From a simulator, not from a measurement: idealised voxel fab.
Title: Process Module voxel wiring stack
Section cut is 195 nm wide and gridded with 5 nm square cells.
If you're reading a cross-section in this doc, picture square cells in a grid; it comes to you as bands, top ones listed first down to the bottom, and a band can be one or more rows of cells.
Quick guide to a band line: top height, bottom height (nm) up front; then every material left to right with its width in nm. Only one material and it's marked "full width"? Then it fills the band edge to edge. And "blank" just means empty space.
Height datum 0, below which the as-received substrate wafer is one material. Lowest band open at the bottom, running downward: "z 0 and below".
With a width like "30 to 40", each row of cells in the band differs from the next by the same amount, the top row carrying the first number and the bottom row the second.
Step marked "nothing got changed"? Then no cell in the cross-section changed in it.
Empty spaces counting at least 8 cells and having no open way to the top are listed in "Enclosed cavity list". The notation width x height at distance is used for each, the distance being from the left edge and all three values in nm.
Past the settings on a step's line: simulator remark, on that step.
When a step includes a mask, the "overlay nm" setting on its line states how far to the right of its planned place that mask lay, and negative values state how far to the left.
**The following list gives the planned process steps**
1,RECEIVE (material Si)
2,CONFORMAL_DEP (material SiO2; thk nm 15)
3,CONFORMAL_DEP (material SiCN; thk nm 5)
4,DIRECTIONAL_DEP (material lowk; thk nm 20)
5,MASKED_ETCH (tone open; mask id METAL_1; width nm 25; pitch nm 40; etch materials lowk; depth nm 20; overlay nm -15)
6,MASKED_ETCH (tone open; mask id METAL_1; width nm 25; pitch nm 40; etch materials SiCN; depth nm 5; overlay nm 0)
7,CONFORMAL_DEP (material TiN; thk nm 5)
8,FILL_DEP (material Cu; thk nm 10)
9,CMP (height nm 40)
10,EPI (material Ru; thk nm 5)
11,FILL_DEP (material SiCN; thk nm 5)
12,DIRECTIONAL_DEP (material lowk; thk nm 25)
13,DIRECTIONAL_DEP (material aC; thk nm 15)
14,PATTERN (tone open; mask id METAL_2; material resist; width nm 25; pitch nm 40; thk nm 35; overlay nm 0)
15,DIRECTIONAL_ETCH (etch materials aC; depth nm 15)
16,STRIP (etch materials resist)
17,DIRECTIONAL_ETCH (etch materials lowk; depth nm 15)
18,STRIP (etch materials aC)
19,PATTERN (tone open; mask id METAL_2_HOLES; material resist; width nm 15; pitch nm 40; thk nm 20; overlay nm 0)
20,DIRECTIONAL_ETCH (etch materials lowk; depth nm 10)
21,DIRECTIONAL_ETCH (etch materials SiCN; depth nm 5)
22,STRIP (etch materials resist)
23,CONFORMAL_DEP (material TiN; thk nm 5)
24,FILL_DEP (material Cu; thk nm 10)
25,CMP (height nm 75)
26,CONFORMAL_DEP (material SiCN; thk nm 5)
The overlay nm used in step 5 is not the same on every wafer, whereas the starting condition is; the value printed in the plan is the first wafer's.
**Cross-section of the first of several wafers on receipt, reflecting completion of step 1**
	z 0 and below | Si full width
	Enclosed cavity list: none
**Cross-section of the first of several wafers, taken after step 26, where the module ends**
	z 80 to 75 | SiCN full width
	z 75 to 65 | lowk (65) | TiN (5) | Cu (15) | TiN (5) | lowk (15) | TiN (5) | Cu (15) | TiN (5) | lowk (65)
	z 65 to 60 | lowk (65) | TiN (5) | Cu (5) | TiN (15) | lowk (15) | TiN (5) | Cu (5) | TiN (15) | lowk (65)
	z 60 to 50 | lowk (65) | TiN (5) | Cu (5) | TiN (5) | lowk (25) | TiN (5) | Cu (5) | TiN (5) | lowk (75)
	z 50 to 45 | SiCN (65) | TiN (15) | SiCN (25) | TiN (15) | SiCN (75)
	z 45 to 40 | SiCN (45) | Ru (35) | SiCN (5) | Ru (35) | SiCN (75)
	z 40 to 25 | lowk (50) | TiN (5) | Cu (15) | TiN (5) | lowk (15) | TiN (5) | Cu (15) | TiN (5) | lowk (80)
	z 25 to 20 | lowk (50) | TiN (25) | lowk (15) | TiN (25) | lowk (80)
	z 20 to 15 | SiCN (65) | TiN (10) | SiCN (30) | TiN (10) | SiCN (80)
	z 15 to 0 | SiO2 full width
	z 0 and below | Si full width
	Enclosed cavity list: none
**Wafer cross-section (last wafer, module end)**
	z 80 to 75 | SiCN full width
	z 75 to 65 | lowk (65) | TiN (5) | Cu (15) | TiN (5) | lowk (15) | TiN (5) | Cu (15) | TiN (5) | lowk (65)
	z 65 to 60 | lowk (65) | TiN (5) | Cu (5) | TiN (15) | lowk (15) | TiN (5) | Cu (5) | TiN (15) | lowk (65)
	z 60 to 50 | lowk (65) | TiN (5) | Cu (5) | TiN (5) | lowk (25) | TiN (5) | Cu (5) | TiN (5) | lowk (75)
	z 50 to 45 | SiCN (65) | TiN (15) | SiCN (25) | TiN (15) | SiCN (75)
	z 45 to 40 | SiCN (75) | Ru (35) | SiCN (5) | Ru (35) | SiCN (45)
	z 40 to 25 | lowk (80) | TiN (5) | Cu (15) | TiN (5) | lowk (15) | TiN (5) | Cu (15) | TiN (5) | lowk (50)
	z 25 to 20 | lowk (80) | TiN (25) | lowk (15) | TiN (25) | lowk (50)
	z 20 to 15 | SiCN (80) | TiN (10) | SiCN (30) | TiN (10) | SiCN (65)
	z 15 to 0 | SiO2 full width
	z 0 and below | Si full width
	Enclosed cavity list: none
**Below: a row per wafer. Contents at end of module: for every material, cells gained since receipt (+) or lost since receipt (-); then closed voids**
overlay nm -15, +36 Cu, +14 Ru, +132 SiCN, +117 SiO2, +56 TiN, +269 lowk, Enclosed cavity list: none
overlay nm -10, +38 Cu, +14 Ru, +130 SiCN, +117 SiO2, +56 TiN, +269 lowk, Enclosed cavity list: none
overlay nm -5, +40 Cu, +14 Ru, +128 SiCN, +117 SiO2, +56 TiN, +269 lowk, Enclosed cavity list: none
overlay nm 0, +42 Cu, +14 Ru, +126 SiCN, +117 SiO2, +56 TiN, +269 lowk, Enclosed cavity list: none
overlay nm 5, +40 Cu, +14 Ru, +128 SiCN, +117 SiO2, +56 TiN, +269 lowk, Enclosed cavity list: none
overlay nm 10, +38 Cu, +14 Ru, +130 SiCN, +117 SiO2, +56 TiN, +269 lowk, Enclosed cavity list: none
overlay nm 15, +36 Cu, +14 Ru, +132 SiCN, +117 SiO2, +56 TiN, +269 lowk, Enclosed cavity list: none
